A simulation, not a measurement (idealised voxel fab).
Process module, titled voxel self aligned contacts
cross-section cut | 200 nm wide | cells 5 nm
Cross-section layout: square cells on a grid; listed as bands, top to bottom; a band spans one or more cell rows. Read a band's entry like this: the first values are the height of its top and the height of its bottom in nm, and what follows is the sequence of materials from left to right, each with its width in nm. Note that "empty" is empty space, and that a single material marked "all across" reaches across the band from edge to edge. Basically, 0 is our baseline, since under it the wafer straight out of the box is all one material. The bottom band has no lower end and keeps on going down, so it looks like "0 and below". A two-number width, for instance "30->40", indicates that the width is equal to the first number in the top row of the band and to the second number in the bottom row, and that it changes by a constant amount per row of cells. Basically "no modification" means that step didn't change any cell in the cross-section. "closed voids": empty spaces of 8 cells or more with no open way to the top, each given as width x height at distance, distance from the left edge, all in nm. Post-settings text on a step line: simulator's own remark regarding the step. overlay nm: mask right of planned place by this much (step with mask). Neg. = left.

## Process steps foreseen in the plan
- 1: op RECEIVE | material Si
- 2: op OXIDIZE | depth nm 5
- 3: op DIRECTIONAL_DEP | material polySi | thk nm 25
- 4: op DIRECTIONAL_DEP | material SiN | thk nm 20
- 5: op MASKED_ETCH | tone cover | mask id GATE | width nm 25 | pitch nm 70 | etch materials SiN | depth nm 20 | overlay nm 0
- 6: op MASKED_ETCH | tone cover | mask id GATE | width nm 25 | pitch nm 70 | etch materials polySi | depth nm 25 | overlay nm 0
- 7: op CONFORMAL_DEP | material SiN | thk nm 10
- 8: op DIRECTIONAL_ETCH | etch materials SiN | depth nm 10
- 9: op FILL_DEP | material SiO2 | thk nm 15
- 10: op CMP | height nm 55
- 11: op DIRECTIONAL_DEP | material aC | thk nm 10
- 12: op PATTERN | tone open | mask id CONTACT | material resist | width nm 55 | pitch nm 70 | thk nm 25 | overlay nm 0
- 13: op DIRECTIONAL_ETCH | etch materials aC | depth nm 10
- 14: op STRIP | etch materials resist
- 15: op DIRECTIONAL_ETCH | etch materials SiO2 | depth nm 60
- 16: op STRIP | etch materials aC
- 17: op CONFORMAL_DEP | material TiN | thk nm 5
- 18: op FILL_DEP | material W | thk nm 5
- 19: op CMP | height nm 55
- 20: op CONFORMAL_DEP | material SiCN | thk nm 5

## The first of the two wafers, which ran as planned

## As received (post step 1): cross-section
  0 and below = Si all across
  closed voids: none

## How the wafer stands in section after step 2
  0 down to -5 = SiO2 all across
  No changes below -5.

## How the wafer stands in section after step 3
  25 down to 0 = polySi all across
  No changes below 0.

## How the wafer stands in section after step 4
  45 down to 25 = SiN all across
  No changes below 25.

## How the wafer stands in section after step 5
  45 down to 25 = 15 of empty, then 25 of SiN, then 45 of empty, then 25 of SiN, then 45 of empty, then 25 of SiN, then 20 of empty
  No changes below 25.

## How the wafer stands in section after step 6
  45 down to 25 = 15 of empty, then 25 of SiN, then 45 of empty, then 25 of SiN, then 45 of empty, then 25 of SiN, then 20 of empty
  25 down to 0 = 15 of empty, then 25 of polySi, then 45 of empty, then 25 of polySi, then 45 of empty, then 25 of polySi, then 20 of empty
  No changes below 0.

## How the wafer stands in section after step 7
  55 down to 25 = 5 of empty, then 45 of SiN, then 25 of empty, then 45 of SiN, then 25 of empty, then 45 of SiN, then 10 of empty
  25 down to 10 = 5 of empty, then 10 of SiN, then 25 of polySi, then 10 of SiN, then 25 of empty, then 10 of SiN, then 25 of polySi, then 10 of SiN, then 25 of empty, then 10 of SiN, then 25 of polySi, then 10 of SiN, then 10 of empty
  10 down to 0 = 15 of SiN, then 25 of polySi, then 45 of SiN, then 25 of polySi, then 45 of SiN, then 25 of polySi, then 20 of SiN
  No changes below 0.

## How the wafer stands in section after step 8
  45 down to 25 = 5 of empty, then 45 of SiN, then 25 of empty, then 45 of SiN, then 25 of empty, then 45 of SiN, then 10 of empty
  25 down to 0 = 5 of empty, then 10 of SiN, then 25 of polySi, then 10 of SiN, then 25 of empty, then 10 of SiN, then 25 of polySi, then 10 of SiN, then 25 of empty, then 10 of SiN, then 25 of polySi, then 10 of SiN, then 10 of empty
  No changes below 0.

## How the wafer stands in section after step 9
  60 down to 45 = SiO2 all across
  45 down to 25 = 5 of SiO2, then 45 of SiN, then 25 of SiO2, then 45 of SiN, then 25 of SiO2, then 45 of SiN, then 10 of SiO2
  25 down to 0 = 5 of SiO2, then 10 of SiN, then 25 of polySi, then 10 of SiN, then 25 of SiO2, then 10 of SiN, then 25 of polySi, then 10 of SiN, then 25 of SiO2, then 10 of SiN, then 25 of polySi, then 10 of SiN, then 10 of SiO2
  No changes below 0.

## How the wafer stands in section after step 10
  55 down to 45 = SiO2 all across
  No changes below 45.

## How the wafer stands in section after step 11
  65 down to 55 = aC all across
  No changes below 55.

## How the wafer stands in section after step 12
  90 down to 65 = 35 of resist, then 55 of empty, then 15 of resist, then 55 of empty, then 40 of resist
  No changes below 65.

## How the wafer stands in section after step 13
  80 down to 65 = 35 of resist, then 55 of empty, then 15 of resist, then 55 of empty, then 40 of resist
  65 down to 55 = 35 of aC, then 55 of empty, then 15 of aC, then 55 of empty, then 40 of aC
  No changes below 55.

## How the wafer stands in section after step 14
  65 down to 55 = 35 of aC, then 55 of empty, then 15 of aC, then 55 of empty, then 40 of aC
  No changes below 55.

## How the wafer stands in section after step 15
  65 down to 55 = 35 of aC, then 55 of empty, then 15 of aC, then 55 of empty, then 40 of aC
  55 down to 45 = 35 of SiO2, then 55 of empty, then 15 of SiO2, then 55 of empty, then 40 of SiO2
  45 down to 25 = 5 of SiO2, then 45 of SiN, then 25 of empty, then 45 of SiN, then 25 of empty, then 45 of SiN, then 10 of SiO2
  25 down to 0 = 5 of SiO2, then 10 of SiN, then 25 of polySi, then 10 of SiN, then 25 of empty, then 10 of SiN, then 25 of polySi, then 10 of SiN, then 25 of empty, then 10 of SiN, then 25 of polySi, then 10 of SiN, then 10 of SiO2
  0 down to -5 = 50 of SiO2, then 25 of empty, then 45 of SiO2, then 25 of empty, then 55 of SiO2
  No changes below -5.

## How the wafer stands in section after step 16
  55 down to 45 = 35 of SiO2, then 55 of empty, then 15 of SiO2, then 55 of empty, then 40 of SiO2
  No changes below 45.

## How the wafer stands in section after step 17
  60 down to 55 = 40 of TiN, then 45 of empty, then 25 of TiN, then 45 of empty, then 45 of TiN
  55 down to 45 = 35 of SiO2, then 5->20 of TiN, then 45->15 of empty, then 5->20 of TiN, then 15 of SiO2, then 5->20 of TiN, then 45->15 of empty, then 5->20 of TiN, then 40 of SiO2
  45 down to 25 = 5 of SiO2, then 45 of SiN, then 5 of TiN, then 15 of empty, then 5 of TiN, then 45 of SiN, then 5 of TiN, then 15 of empty, then 5 of TiN, then 45 of SiN, then 10 of SiO2
  25 down to 0 = 5 of SiO2, then 10 of SiN, then 25 of polySi, then 10 of SiN, then 5 of TiN, then 15 of empty, then 5 of TiN, then 10 of SiN, then 25 of polySi, then 10 of SiN, then 5 of TiN, then 15 of empty, then 5 of TiN, then 10 of SiN, then 25 of polySi, then 10 of SiN, then 10 of SiO2
  0 down to -5 = 50 of SiO2, then 25 of TiN, then 45 of SiO2, then 25 of TiN, then 55 of SiO2
  No changes below -5.

## How the wafer stands in section after step 18
  65 down to 60 = W all across
  60 down to 55 = 40 of TiN, then 45 of W, then 25 of TiN, then 45 of W, then 45 of TiN
  55 down to 45 = 35 of SiO2, then 5->20 of TiN, then 45->15 of W, then 5->20 of TiN, then 15 of SiO2, then 5->20 of TiN, then 45->15 of W, then 5->20 of TiN, then 40 of SiO2
  45 down to 25 = 5 of SiO2, then 45 of SiN, then 5 of TiN, then 15 of W, then 5 of TiN, then 45 of SiN, then 5 of TiN, then 15 of W, then 5 of TiN, then 45 of SiN, then 10 of SiO2
  25 down to 0 = 5 of SiO2, then 10 of SiN, then 25 of polySi, then 10 of SiN, then 5 of TiN, then 15 of W, then 5 of TiN, then 10 of SiN, then 25 of polySi, then 10 of SiN, then 5 of TiN, then 15 of W, then 5 of TiN, then 10 of SiN, then 25 of polySi, then 10 of SiN, then 10 of SiO2
  No changes below 0.

## How the wafer stands in section after step 19
  55 down to 45 = 35 of SiO2, then 5->20 of TiN, then 45->15 of W, then 5->20 of TiN, then 15 of SiO2, then 5->20 of TiN, then 45->15 of W, then 5->20 of TiN, then 40 of SiO2
  No changes below 45.

## How the wafer stands in section after step 20
  60 down to 55 = SiCN all across
  No changes below 55.

## second wafer: like start, like plan, one mistake. Through step 11 it matches the first wafer

## Second wafer at the planned finish of step 12, seen in cross-section
  90 down to 65 = 35 of empty, then 55 of resist, then 15 of empty, then 55 of resist, then 40 of empty
  No changes below 65.

## Second wafer at the planned finish of step 13, seen in cross-section
  80 down to 65 = 35 of empty, then 55 of resist, then 15 of empty, then 55 of resist, then 40 of empty
  65 down to 55 = 35 of empty, then 55 of aC, then 15 of empty, then 55 of aC, then 40 of empty
  No changes below 55.

## Second wafer at the planned finish of step 14, seen in cross-section
  65 down to 55 = 35 of empty, then 55 of aC, then 15 of empty, then 55 of aC, then 40 of empty
  No changes below 55.

## Second wafer at the planned finish of step 15, seen in cross-section
  65 down to 55 = 35 of empty, then 55 of aC, then 15 of empty, then 55 of aC, then 40 of empty
  55 down to 45 = 35 of empty, then 55 of SiO2, then 15 of empty, then 55 of SiO2, then 40 of empty
  45 down to 25 = 5 of empty, then 45 of SiN, then 25 of SiO2, then 45 of SiN, then 25 of SiO2, then 45 of SiN, then 10 of empty
  25 down to 0 = 5 of empty, then 10 of SiN, then 25 of polySi, then 10 of SiN, then 25 of SiO2, then 10 of SiN, then 25 of polySi, then 10 of SiN, then 25 of SiO2, then 10 of SiN, then 25 of polySi, then 10 of SiN, then 10 of empty
  0 down to -5 = 5 of empty, then 185 of SiO2, then 10 of empty
  No changes below -5.

## Second wafer at the planned finish of step 16, seen in cross-section
  55 down to 45 = 35 of empty, then 55 of SiO2, then 15 of empty, then 55 of SiO2, then 40 of empty
  No changes below 45.

## Second wafer at the planned finish of step 17, seen in cross-section
  60 down to 55 = 30 of empty, then 65 of TiN, then 5 of empty, then 65 of TiN, then 35 of empty
  55 down to 50 = 30 of empty, then 5 of TiN, then 55 of SiO2, then 5 of TiN, then 5 of empty, then 5 of TiN, then 55 of SiO2, then 5 of TiN, then 35 of empty
  50 down to 45 = 35 of TiN, then 55 of SiO2, then 15 of TiN, then 55 of SiO2, then 35 of TiN, then 5 of empty
  45 down to 25 = 5 of TiN, then 45 of SiN, then 25 of SiO2, then 45 of SiN, then 25 of SiO2, then 45 of SiN, then 5 of TiN, then 5 of empty
  25 down to 0 = 5 of TiN, then 10 of SiN, then 25 of polySi, then 10 of SiN, then 25 of SiO2, then 10 of SiN, then 25 of polySi, then 10 of SiN, then 25 of SiO2, then 10 of SiN, then 25 of polySi, then 10 of SiN, then 5 of TiN, then 5 of empty
  0 down to -5 = 5 of TiN, then 185 of SiO2, then 10 of TiN
  No changes below -5.

## Second wafer at the planned finish of step 18, seen in cross-section
  65 down to 60 = W all across
  60 down to 55 = 30 of W, then 65 of TiN, then 5 of W, then 65 of TiN, then 35 of W
  55 down to 50 = 30 of W, then 5 of TiN, then 55 of SiO2, then 5 of TiN, then 5 of W, then 5 of TiN, then 55 of SiO2, then 5 of TiN, then 35 of W
  50 down to 45 = 35 of TiN, then 55 of SiO2, then 15 of TiN, then 55 of SiO2, then 35 of TiN, then 5 of W
  45 down to 25 = 5 of TiN, then 45 of SiN, then 25 of SiO2, then 45 of SiN, then 25 of SiO2, then 45 of SiN, then 5 of TiN, then 5 of W
  25 down to 0 = 5 of TiN, then 10 of SiN, then 25 of polySi, then 10 of SiN, then 25 of SiO2, then 10 of SiN, then 25 of polySi, then 10 of SiN, then 25 of SiO2, then 10 of SiN, then 25 of polySi, then 10 of SiN, then 5 of TiN, then 5 of W
  No changes below 0.

## Second wafer at the planned finish of step 19, seen in cross-section
  55 down to 50 = 30 of W, then 5 of TiN, then 55 of SiO2, then 5 of TiN, then 5 of W, then 5 of TiN, then 55 of SiO2, then 5 of TiN, then 35 of W
  No changes below 50.

## Second wafer at the planned finish of step 20, seen in cross-section
  60 down to 55 = SiCN all across
  No changes below 55.
Against the plan, the run slipped here: step 12 ran with different settings than intended, the actual operation and settings being op PATTERN | tone cover | mask id CONTACT | material resist | width nm 55 | pitch nm 70 | thk nm 25 | overlay nm 0
End of process, cell counts, second wafer against first, materials with more or fewer: SiO2 +78 | TiN -24 | W -54
